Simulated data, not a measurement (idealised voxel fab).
Process module name: voxel self aligned contacts
FYI the section here is cut, 240 nm wide, cells are 5 nm squares.
Square cells in a grid make up a cross-section in this document, and the grid is given as bands, listed from the top down, each one or more rows of cells. Read a band's entry like this: the first values are the height of its top and the height of its bottom in nm, and what follows is the sequence of materials from left to right, each with its width in nm. Note that "air" is empty space, and that a single material marked "throughout" reaches across the band from edge to edge. Height reference: 0 = level under which incoming wafer is all one material. Lowest band: no bottom, runs on downward, e.g. "0 nm and below". With a width like "30->40", each row of cells in the band differs from the next by the same amount, the top row carrying the first number and the bottom row the second. It should be understood that the words "remained unchanged", when stated for a given step, signify that the cross-section underwent no change in any of its cells during that step. "Sealed cavities": empty spaces of 8 cells or more with no open way to the top, each given as width x height at distance, distance from the left edge, all in nm. Step line, after settings: the simulator's comment on this step. overlay nm: mask right of planned place by this much (step with mask). Neg. = left.

## The process steps that were planned are listed below
1: RECEIVE, material Si
2: OXIDIZE, depth nm 5
3: DIRECTIONAL_DEP, material polySi, thk nm 20
4: DIRECTIONAL_DEP, material SiN, thk nm 20
5: PATTERN, tone cover, mask id GATE, material resist, width nm 35, pitch nm 75, thk nm 20, overlay nm 0
6: DIRECTIONAL_ETCH, etch materials SiN, depth nm 20
7: DIRECTIONAL_ETCH, etch materials polySi, depth nm 20
8: STRIP, etch materials resist
9: CONFORMAL_DEP, material SiN, thk nm 10
10: DIRECTIONAL_ETCH, etch materials SiN, depth nm 10
11: FILL_DEP, material SiO2, thk nm 15
12: CMP, height nm 45
13: MASKED_ETCH, tone open, mask id CONTACT, width nm 50, pitch nm 75, etch materials SiO2, depth nm 40, overlay nm 0
14: CONFORMAL_DEP, material TiN, thk nm 5
15: FILL_DEP, material W, thk nm 5
16: CMP, height nm 45
17: CONFORMAL_DEP, material SiN, thk nm 5
Wafer-to-wafer difference: depth nm, step 13. Common start. Plan = first wafer's value.

## Here's the first of the wafers in cross-section, just as we got it, i.e. after step 1
    0 nm and below  Si throughout
    Sealed cavities: none

## Below, a row for every wafer. Read it as the end-of-module picture: for each material the wafer shows its cells gained (+) or lost (-) since it was received, and then its closed voids
depth nm 40; -48 Si; +228 SiN; +140 SiO2; +48 TiN; +28 W; +84 polySi; Sealed cavities: none
depth nm 45; -48 Si; +228 SiN; +132 SiO2; +52 TiN; +32 W; +84 polySi; Sealed cavities: none
depth nm 50; -48 Si; +228 SiN; +124 SiO2; +56 TiN; +36 W; +84 polySi; Sealed cavities: none
depth nm 55; -48 Si; +228 SiN; +124 SiO2; +56 TiN; +36 W; +84 polySi; Sealed cavities: none
depth nm 60; -48 Si; +228 SiN; +124 SiO2; +56 TiN; +36 W; +84 polySi; Sealed cavities: none
depth nm 65; -48 Si; +228 SiN; +124 SiO2; +56 TiN; +36 W; +84 polySi; Sealed cavities: none
